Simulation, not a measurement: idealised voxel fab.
process module | voxel spacer lines
cross-section cut | 275 nm wide | cells 5 nm
A cross-section is a grid of square cells, given in bands from the top down. A band is one or more rows of cells.
Each band's line starts with the height of the band's top and of its bottom, in nm. Then come its materials from left to right, each with its width in nm. One material with "throughout" fills the band from edge to edge. "air" is empty space.
Height 0 is the level under which the wafer as received is all one material. The lowest band goes on downwards, as in "0 down".
A width such as "30 to 40" changes by the same amount from each row of cells to the next, from the band's top row to its bottom row.
"no change" after a step means that no cell of the cross-section changed.
closed voids: empty space of 8 cells or more with no open way to the top, each as width x height at its distance from the left edge, in nm
after a step's settings: what the simulator itself notes on the step
overlay nm, on a step with a mask: how far to the right of its planned place the mask lay; to the left if negative
plan
1 op RECEIVE | material Si
2 op CONFORMAL_DEP | material Al2O3 | thk nm 5
3 op DIRECTIONAL_DEP | material SiN | thk nm 15
4 op DIRECTIONAL_DEP | material polySi | thk nm 20
5 op PATTERN | tone cover | mask id MANDREL | material resist | width nm 25 | pitch nm 70 | thk nm 25 | overlay nm 0
6 op DIRECTIONAL_ETCH | etch materials polySi | depth nm 20
7 op STRIP | etch materials resist
8 op CONFORMAL_DEP | material SiO2 | thk nm 10
9 op DIRECTIONAL_ETCH | etch materials SiO2 | depth nm 10
10 op STRIP | etch materials polySi
11 op DIRECTIONAL_ETCH | etch materials SiN | depth nm 15
12 op STRIP | etch materials SiO2
as received, after step 1
  0 down: Si throughout
  closed voids: none
first wafer at the end, as planned
  20 to 5: air 45 | SiN 10 | air 25 | SiN 10 | air 25 | SiN 10 | air 25 | SiN 10 | air 25 | SiN 10 | air 25 | SiN 10 | air 45
  5 to 0: Al2O3 throughout
  0 down: Si throughout
  closed voids: none
second wafer at the end: like start, like plan, one mistake
  40 to 20: Al2O3 throughout
  20 to 5: SiN throughout
  5 to 0: Al2O3 throughout
  0 down: Si throughout
  closed voids: none
what went wrong: step 4 ran as: op DIRECTIONAL_DEP | material Al2O3 | thk nm 20
at the end the second wafer has, in cells: 220 more of Al2O3 | 129 more of SiN
